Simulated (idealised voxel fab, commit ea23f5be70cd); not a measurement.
Documented hereafter: the process module known as voxel plated lines.
Square cells of 5 nm make up the cross-section cut, whose width is 265 nm.
Bands, listed from the top down, are how a cross-section gets written in this document; the cross-section itself is a grid of square cells, and a band is one or more rows of them.
Top, bottom (nm), then materials left to right with widths (nm); lone material tagged "everywhere" fills the whole band edge to edge; "air" = empty space.
Height datum 0, below which the as-received substrate wafer is one material. Lowest band open at the bottom, running downward: "0 -> down".
A width such as "30..40" changes by the same amount from each row of cells to the next, from the band's top row to its bottom row.
Any step labelled "identical to before" changed none of the cells in the cross-section.
The label "Closed cavity list" introduces a list of the empty spaces, 8 cells or larger, that have no open way up to the top; each entry in it reads width x height at distance, where the distance is taken from the left edge and all three are stated in nm.
after a step's settings: what the simulator itself notes on the step
Each step line may optionally specify "overlay nm", which for a step with a mask gives the rightward distance between the mask's planned place and where it lay, a negative value indicating the leftward direction.
[Process steps - plan]
1,RECEIVE with material Si
2,CONFORMAL_DEP with material Al2O3, thk nm 10
3,DIRECTIONAL_DEP with material TiN, thk nm 5
4,PATTERN with tone open, mask id LINES, material resist, width nm 15, pitch nm 35, thk nm 20, overlay nm 0
5,EPI with material Ru, thk nm 5
6,STRIP with etch materials resist
7,DIRECTIONAL_ETCH with etch materials TiN, depth nm 5
8,CONFORMAL_DEP with material SiN, thk nm 10
[As received (post step 1): cross-section]
- 0 -> down = Si everywhere
- Closed cavity list: none
[Final wafer profile in cross-section after the module, from the same start and plan as above, with one mistake made during processing]
- 25 -> 15 = SiN everywhere
- 15 -> 0 = Al2O3 everywhere
- 0 -> down = Si everywhere
- Closed cavity list: none
Which mistake was made when the wafer was run? so step 3 ended up running with a different setting than we planned, it ran as DIRECTIONAL_DEP with material Al2O3, thk nm 5
